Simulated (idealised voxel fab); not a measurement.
You're looking at the process module voxel self aligned contacts.
The width of the displayed cross-section, cut, is 155 nm; its cells are square, with a size of 5 nm.
How to read a cross-section here: the picture is a grid of square cells, written as bands going from the top down, and any band can span one or more rows of cells. Within each band entry, the heights of the top and of the bottom of the band appear first, in that order and in nm; the materials of the band then follow from left to right, each with its corresponding width in nm. The designation "edge to edge" on a single material indicates that it fills the band from edge to edge; the designation "blank" indicates empty space. All heights in this document are referenced to 0, defined as the level beneath which the wafer, as received, consists entirely of one material. The lowest band is not bounded below; it extends indefinitely downward and is written in the form "0 -> down". Width spec "30..40" -> top row of cells at first value, bottom row at second value, equal per-row change in between. "changes: none" -> step changed no cross-section cell. Entry "Cavities, closed". Content: empty spaces with no open connection to the top, size 8 cells or greater. Each: width x height at distance. Distance: from left edge. Unit: nm. That trailing text on a step's line, after the settings, is the simulator's own remark on the step. A step line may carry the setting "overlay nm", which, for steps involving a mask, states the distance by which the mask lay to the right of its intended position; negative values denote displacement to the left.

## The steps planned for the process are as follows
1) RECEIVE: material Si
2) OXIDIZE: depth nm 5
3) DIRECTIONAL_DEP: material polySi, thk nm 30
4) DIRECTIONAL_DEP: material SiN, thk nm 25
5) PATTERN: tone cover, mask id GATE, material resist, width nm 25, pitch nm 65, thk nm 20, overlay nm 0
6) DIRECTIONAL_ETCH: etch materials SiN, depth nm 25
7) DIRECTIONAL_ETCH: etch materials polySi, depth nm 30
8) STRIP: etch materials resist
9) CONFORMAL_DEP: material SiN, thk nm 10
10) DIRECTIONAL_ETCH: etch materials SiN, depth nm 10
11) FILL_DEP: material SiO2, thk nm 20
12) CMP: height nm 65
13) PATTERN: tone open, mask id CONTACT, material resist, width nm 50, thk nm 20, overlay nm 0
14) DIRECTIONAL_ETCH: etch materials SiO2, depth nm 70
15) STRIP: etch materials resist
16) CONFORMAL_DEP: material TiN, thk nm 5
17) FILL_DEP: material W, thk nm 5
18) CMP: height nm 65
19) CONFORMAL_DEP: material SiN, thk nm 5

## Cross-section, incoming material, after step 1
- 0 -> down: Si edge to edge
- Cavities, closed: none

## First of two wafers, end-of-module section, run followed plan
- 70 -> 65: SiN edge to edge
- 65 -> 55: SiO2 50 nm / TiN 5..20 nm / W 40..10 nm / TiN 5..20 nm / SiO2 55 nm
- 55 -> 30: SiO2 20 nm / SiN 45 nm / TiN 5 nm / W 10 nm / TiN 5 nm / SiN 45 nm / SiO2 25 nm
- 30 -> 0: SiO2 20 nm / SiN 10 nm / polySi 25 nm / SiN 10 nm / TiN 5 nm / W 10 nm / TiN 5 nm / SiN 10 nm / polySi 25 nm / SiN 10 nm / SiO2 25 nm
- 0 -> -5: SiO2 65 nm / TiN 20 nm / SiO2 70 nm
- -5 -> down: Si edge to edge
- Cavities, closed: none

## Cross-section, second wafer: same start as the first, same plan as the first, one mistake in running it; taken at the end of the module
- 70 -> 65: SiN edge to edge
- 65 -> 55: SiO2 55 nm / TiN 5..15 nm / W 30..10 nm / TiN 5..15 nm / SiO2 60 nm
- 55 -> 30: SiO2 20 nm / SiN 45 nm / TiN 5 nm / W 10 nm / TiN 5 nm / SiN 45 nm / SiO2 25 nm
- 30 -> 0: SiO2 20 nm / SiN 10 nm / polySi 25 nm / SiN 10 nm / TiN 5 nm / W 10 nm / TiN 5 nm / SiN 10 nm / polySi 25 nm / SiN 10 nm / SiO2 25 nm
- 0 -> -5: SiO2 65 nm / TiN 20 nm / SiO2 70 nm
- -5 -> down: Si edge to edge
- Cavities, closed: none
Deviation noted in wafer processing: step 13 was not run as planned; what actually ran was PATTERN: tone open, mask id CONTACT, material resist, width nm 40, thk nm 20, overlay nm 0
Counted in cells at the end, the second wafer holds more or fewer of these materials than the first: +4 SiO2, -2 TiN, -2 W
